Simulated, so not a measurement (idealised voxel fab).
The process module presented herein is designated voxel local oxidation.
Xsec cut, 240 nm wide, square cell size 5 nm.
Cross-section = grid of square cells, listed top down in bands; band = one or more rows. Band: top and bottom heights (nm) first, top before bottom; then materials from left to right, widths in nm. "full width" marks a sole material filling the band edge to edge. "blank" denotes empty space. Ref level 0: as-received wafer is one material below here. Bottom band extends down with no lower bound ("from 0 down"). Quick explanation for "30 to 40": the width changes in equal steps down the rows of cells, from the first number in the band's top row to the second number in its bottom row. Any step labelled "nothing altered" changed none of the cells in the cross-section. "Enclosed cavity list" lists enclosed empty spaces (at least 8 cells, no open path upward to the top), each as width x height at distance from the left edge, in nm. Read whatever lies past the settings on a step's line as the simulator's own remark about the step. When a step includes a mask, the "overlay nm" setting on its line states how far to the right of its planned place that mask lay, and negative values state how far to the left.
## The steps planned for the process are as follows
| 1 | RECEIVE,material Si |
| 2 | OXIDIZE,depth nm 5 |
| 3 | CONFORMAL_DEP,material SiN,thk nm 15 |
| 4 | MASKED_ETCH,tone cover,mask id ACTIVE,width nm 90,etch materials SiN,depth nm 15,overlay nm 0 |
| 5 | SELECTIVE_ETCH,etch materials SiO2,depth nm 5 |
| 6 | OXIDIZE,depth nm 10 |
| 7 | STRIP,etch materials SiN |
## Received-state cross-section, reflecting completion of step 1
	from 0 down = Si full width
	Enclosed cavity list: none
## Sectioned view, first of two wafers, at the close of the module, processed as intended in the plan
	from 0 to -5 = 80 nm blank / 80 nm SiO2 / 80 nm blank
	from -5 to -15 = 90 nm SiO2 / 60 nm Si / 90 nm SiO2
	from -15 down = Si full width
	Enclosed cavity list: none
## Cross-sectional view of the second of two wafers upon completion of the module. This wafer shared its starting condition and process plan with the first; one error was made during its execution
	from 0 to -5 = 90 nm blank / 80 nm SiO2 / 70 nm blank
	from -5 to -15 = 100 nm SiO2 / 60 nm Si / 80 nm SiO2
	from -15 down = Si full width
	Enclosed cavity list: none
Diagnosis: step 4 changed vs plan, executed as MASKED_ETCH,tone cover,mask id ACTIVE,width nm 90,etch materials SiN,depth nm 15,overlay nm 10
The two final wafers agree on how many cells each material fills and disagree on which cells those are.
